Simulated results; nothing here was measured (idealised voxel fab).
Title: Process Module voxel double patterning
Cross-sectional view cut (width: 295 nm; square cell size: 5 nm).
For the purposes of this document, a cross-section shall be understood as a grid of square cells, specified as bands listed in top-to-bottom order, each band consisting of one or more rows of cells.
For a band, the entry starts with two heights in nm, that of the top and then that of the bottom, and carries on with the band's materials in order from left to right, each alongside its width in nm; the word "throughout" beside a single material means it fills the band edge to edge, and "empty" means empty space.
Height reference: 0 = level under which incoming wafer is all one material. Lowest band: no bottom, runs on downward, e.g. "0 -> down".
Think of "30 to 40" as a width that walks from the first number to the second as you go down the band, top row to bottom row, taking equal-sized steps from row to row.
Where a step carries "nothing was modified", the cross-section came out of it unchanged, cell for cell.
"Listed closed voids" lists enclosed empty spaces (at least 8 cells, no open path upward to the top), each as width x height at distance from the left edge, in nm.
Text after the settings on a step's line: the simulator's own remark on that step.
"overlay nm" answers the question of how far to the right of plan the mask lay on a step that has a mask, and when it is negative the answer is to the left.

**Below is the list of planned process steps**
step 1: RECEIVE: material Si
step 2: CONFORMAL_DEP: material SiO2, thk nm 10
step 3: DIRECTIONAL_DEP: material polySi, thk nm 15
step 4: DIRECTIONAL_DEP: material SiCN, thk nm 10
step 5: MASKED_ETCH: tone open, mask id FIRST, width nm 15, pitch nm 50, etch materials SiCN, depth nm 10, overlay nm 0
step 6: DIRECTIONAL_DEP: material aC, thk nm 5
step 7: PATTERN: tone open, mask id SECOND, material resist, width nm 15, pitch nm 50, thk nm 35, overlay nm 0
step 8: DIRECTIONAL_ETCH: etch materials aC, depth nm 15
step 9: STRIP: etch materials resist
step 10: DIRECTIONAL_ETCH: etch materials SiCN, depth nm 10
step 11: STRIP: etch materials aC
step 12: DIRECTIONAL_ETCH: etch materials polySi, depth nm 15
step 13: STRIP: etch materials SiCN
Wafers differ in thk nm at step 6; plan lists the first wafer's value; identical starting state.

**The as-received cross-section of the first of several wafers corresponds to the state after step 1**
> 0 -> down  Si throughout
> Listed closed voids: none

**First wafer of several, cross-section, module end, after step 13 (last)**
> 25 -> 10  90 nm polySi; 15 nm empty; 10 nm polySi; 15 nm empty; 10 nm polySi; 15 nm empty; 10 nm polySi; 15 nm empty; 10 nm polySi; 15 nm empty; 90 nm polySi
> 10 -> 0  SiO2 throughout
> 0 -> down  Si throughout
> Listed closed voids: none

**Cross-section of the last wafer at end of module**
> 25 -> 10  90 nm polySi; 15 nm empty; 35 nm polySi; 15 nm empty; 35 nm polySi; 15 nm empty; 90 nm polySi
> 10 -> 0  SiO2 throughout
> 0 -> down  Si throughout
> Listed closed voids: none

**Quick key for the table: a row per wafer, taken at the end of the module. For each material it tells you how many cells the wafer gained (+) or lost (-) since it came in, and the closed voids come after**
thk nm 5 | +118 SiO2 | +132 polySi | Listed closed voids: none
thk nm 10 | +118 SiO2 | +132 polySi | Listed closed voids: none
thk nm 15 | +118 SiO2 | +132 polySi | Listed closed voids: none
thk nm 20 | +118 SiO2 | +150 polySi | Listed closed voids: none
thk nm 25 | +118 SiO2 | +150 polySi | Listed closed voids: none
thk nm 30 | +118 SiO2 | +150 polySi | Listed closed voids: none
